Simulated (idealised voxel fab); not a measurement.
The document below concerns the process module designated voxel spacer lines.
The cross-section shown here is cut; it is 280 nm wide and divided into square cells measuring 5 nm on a side.
Format of a cross-section: grid, square cells. Given as bands. Order: top down. Band: one or more rows of cells. The entry gives the band's vertical extent as a top height and a bottom height in nm, then its horizontal make-up as materials from left to right, each with a width in nm. "air" stands for empty space; a single material marked "throughout" fills the band edge to edge. Heights are reckoned from 0. Under this level, the received wafer is all of one material. The bottommost band is open-ended downward, for example "top 0, no bottom". It should be noted that a width expressed as "30..40" varies in equal increments from row to row of cells within the band, taking the value of the first number at the top row and that of the second number at the bottom row. Basically "remains unaltered" means that step didn't change any cell in the cross-section. This entry, "Closed voids list", enumerates those empty regions of no fewer than 8 cells that possess no open connection to the top. Each region is reported in the form width x height at distance, the distance being taken from the left edge, with all three quantities expressed in nm. after a step's settings: what the simulator itself notes on the step. On any step carrying a mask, the "overlay nm" setting, if present on the step's line, tells how far right of its planned place the mask lay; negative values point to the left.
# Steps planned for the process
1) RECEIVE, material Si
2) CONFORMAL_DEP, material Al2O3, thk nm 5
3) DIRECTIONAL_DEP, material SiN, thk nm 15
4) DIRECTIONAL_DEP, material polySi, thk nm 25
5) PATTERN, tone cover, mask id MANDREL, material resist, width nm 25, pitch nm 70, thk nm 30, overlay nm 0
6) DIRECTIONAL_ETCH, etch materials polySi, depth nm 25
7) STRIP, etch materials resist
8) CONFORMAL_DEP, material SiO2, thk nm 10
9) DIRECTIONAL_ETCH, etch materials SiO2, depth nm 10
10) STRIP, etch materials polySi
11) DIRECTIONAL_ETCH, etch materials SiN, depth nm 15
12) STRIP, etch materials SiO2
# Of two wafers, the first: run according to plan
# Cross-section of the incoming wafer, state after step 1
    top 0, no bottom: Si throughout
    Closed voids list: none
# Upon completion of step 2, the wafer appears in cross-section as shown
    top 5, bottom 0: Al2O3 throughout
    Under the height 0 nothing was changed.
# Upon completion of step 3, the wafer appears in cross-section as shown
    top 20, bottom 5: SiN throughout
    Under the height 5 nothing was changed.
# Upon completion of step 4, the wafer appears in cross-section as shown
    top 45, bottom 20: polySi throughout
    Under the height 20 nothing was changed.
# Upon completion of step 5, the wafer appears in cross-section as shown
    top 75, bottom 45: 55 nm air / 25 nm resist / 45 nm air / 25 nm resist / 45 nm air / 25 nm resist / 60 nm air
    Under the height 45 nothing was changed.
# Upon completion of step 6, the wafer appears in cross-section as shown
    top 75, bottom 45: 55 nm air / 25 nm resist / 45 nm air / 25 nm resist / 45 nm air / 25 nm resist / 60 nm air
    top 45, bottom 20: 55 nm air / 25 nm polySi / 45 nm air / 25 nm polySi / 45 nm air / 25 nm polySi / 60 nm air
    Under the height 20 nothing was changed.
# Upon completion of step 7, the wafer appears in cross-section as shown
    top 45, bottom 20: 55 nm air / 25 nm polySi / 45 nm air / 25 nm polySi / 45 nm air / 25 nm polySi / 60 nm air
    Under the height 20 nothing was changed.
# Upon completion of step 8, the wafer appears in cross-section as shown
    top 55, bottom 45: 45 nm air / 45 nm SiO2 / 25 nm air / 45 nm SiO2 / 25 nm air / 45 nm SiO2 / 50 nm air
    top 45, bottom 30: 45 nm air / 10 nm SiO2 / 25 nm polySi / 10 nm SiO2 / 25 nm air / 10 nm SiO2 / 25 nm polySi / 10 nm SiO2 / 25 nm air / 10 nm SiO2 / 25 nm polySi / 10 nm SiO2 / 50 nm air
    top 30, bottom 20: 55 nm SiO2 / 25 nm polySi / 45 nm SiO2 / 25 nm polySi / 45 nm SiO2 / 25 nm polySi / 60 nm SiO2
    Under the height 20 nothing was changed.
# Upon completion of step 9, the wafer appears in cross-section as shown
    top 45, bottom 20: 45 nm air / 10 nm SiO2 / 25 nm polySi / 10 nm SiO2 / 25 nm air / 10 nm SiO2 / 25 nm polySi / 10 nm SiO2 / 25 nm air / 10 nm SiO2 / 25 nm polySi / 10 nm SiO2 / 50 nm air
    Under the height 20 nothing was changed.
# Upon completion of step 10, the wafer appears in cross-section as shown
    top 45, bottom 20: 45 nm air / 10 nm SiO2 / 25 nm air / 10 nm SiO2 / 25 nm air / 10 nm SiO2 / 25 nm air / 10 nm SiO2 / 25 nm air / 10 nm SiO2 / 25 nm air / 10 nm SiO2 / 50 nm air
    Under the height 20 nothing was changed.
# Upon completion of step 11, the wafer appears in cross-section as shown
    top 45, bottom 20: 45 nm air / 10 nm SiO2 / 25 nm air / 10 nm SiO2 / 25 nm air / 10 nm SiO2 / 25 nm air / 10 nm SiO2 / 25 nm air / 10 nm SiO2 / 25 nm air / 10 nm SiO2 / 50 nm air
    top 20, bottom 5: 45 nm air / 10 nm SiN / 25 nm air / 10 nm SiN / 25 nm air / 10 nm SiN / 25 nm air / 10 nm SiN / 25 nm air / 10 nm SiN / 25 nm air / 10 nm SiN / 50 nm air
    Under the height 5 nothing was changed.
# Upon completion of step 12, the wafer appears in cross-section as shown
    top 20, bottom 5: 45 nm air / 10 nm SiN / 25 nm air / 10 nm SiN / 25 nm air / 10 nm SiN / 25 nm air / 10 nm SiN / 25 nm air / 10 nm SiN / 25 nm air / 10 nm SiN / 50 nm air
    Under the height 5 nothing was changed.
# Second of two: same start, same plan, one run error; steps up to and including 2 match the first
# Cross-section of the second wafer at the time by which step 3 should have been completed according to the plan
    top 35, bottom 5: SiN throughout
    Under the height 5 nothing was changed.
# Cross-section of the second wafer at the time by which step 4 should have been completed according to the plan
    top 60, bottom 35: polySi throughout
    Under the height 35 nothing was changed.
# Cross-section of the second wafer at the time by which step 5 should have been completed according to the plan
    top 90, bottom 60: 55 nm air / 25 nm resist / 45 nm air / 25 nm resist / 45 nm air / 25 nm resist / 60 nm air
    Under the height 60 nothing was changed.
# Cross-section of the second wafer at the time by which step 6 should have been completed according to the plan
    top 90, bottom 60: 55 nm air / 25 nm resist / 45 nm air / 25 nm resist / 45 nm air / 25 nm resist / 60 nm air
    top 60, bottom 35: 55 nm air / 25 nm polySi / 45 nm air / 25 nm polySi / 45 nm air / 25 nm polySi / 60 nm air
    Under the height 35 nothing was changed.
# Cross-section of the second wafer at the time by which step 7 should have been completed according to the plan
    top 60, bottom 35: 55 nm air / 25 nm polySi / 45 nm air / 25 nm polySi / 45 nm air / 25 nm polySi / 60 nm air
    Under the height 35 nothing was changed.
# Cross-section of the second wafer at the time by which step 8 should have been completed according to the plan
    top 70, bottom 60: 45 nm air / 45 nm SiO2 / 25 nm air / 45 nm SiO2 / 25 nm air / 45 nm SiO2 / 50 nm air
    top 60, bottom 45: 45 nm air / 10 nm SiO2 / 25 nm polySi / 10 nm SiO2 / 25 nm air / 10 nm SiO2 / 25 nm polySi / 10 nm SiO2 / 25 nm air / 10 nm SiO2 / 25 nm polySi / 10 nm SiO2 / 50 nm air
    top 45, bottom 35: 55 nm SiO2 / 25 nm polySi / 45 nm SiO2 / 25 nm polySi / 45 nm SiO2 / 25 nm polySi / 60 nm SiO2
    Under the height 35 nothing was changed.
# Cross-section of the second wafer at the time by which step 9 should have been completed according to the plan
    top 60, bottom 35: 45 nm air / 10 nm SiO2 / 25 nm polySi / 10 nm SiO2 / 25 nm air / 10 nm SiO2 / 25 nm polySi / 10 nm SiO2 / 25 nm air / 10 nm SiO2 / 25 nm polySi / 10 nm SiO2 / 50 nm air
    Under the height 35 nothing was changed.
# Cross-section of the second wafer at the time by which step 10 should have been completed according to the plan
    top 60, bottom 35: 45 nm air / 10 nm SiO2 / 25 nm air / 10 nm SiO2 / 25 nm air / 10 nm SiO2 / 25 nm air / 10 nm SiO2 / 25 nm air / 10 nm SiO2 / 25 nm air / 10 nm SiO2 / 50 nm air
    Under the height 35 nothing was changed.
# Cross-section of the second wafer at the time by which step 11 should have been completed according to the plan
    top 60, bottom 35: 45 nm air / 10 nm SiO2 / 25 nm air / 10 nm SiO2 / 25 nm air / 10 nm SiO2 / 25 nm air / 10 nm SiO2 / 25 nm air / 10 nm SiO2 / 25 nm air / 10 nm SiO2 / 50 nm air
    top 35, bottom 20: 45 nm air / 10 nm SiN / 25 nm air / 10 nm SiN / 25 nm air / 10 nm SiN / 25 nm air / 10 nm SiN / 25 nm air / 10 nm SiN / 25 nm air / 10 nm SiN / 50 nm air
    Under the height 20 nothing was changed.
# Cross-section of the second wafer at the time by which step 12 should have been completed according to the plan
    top 35, bottom 20: 45 nm air / 10 nm SiN / 25 nm air / 10 nm SiN / 25 nm air / 10 nm SiN / 25 nm air / 10 nm SiN / 25 nm air / 10 nm SiN / 25 nm air / 10 nm SiN / 50 nm air
    Under the height 20 nothing was changed.
Deviation from plan: plan step 3 was conducted twice
End of process, cell counts, second wafer against first, materials with more or fewer: SiN: 168 more
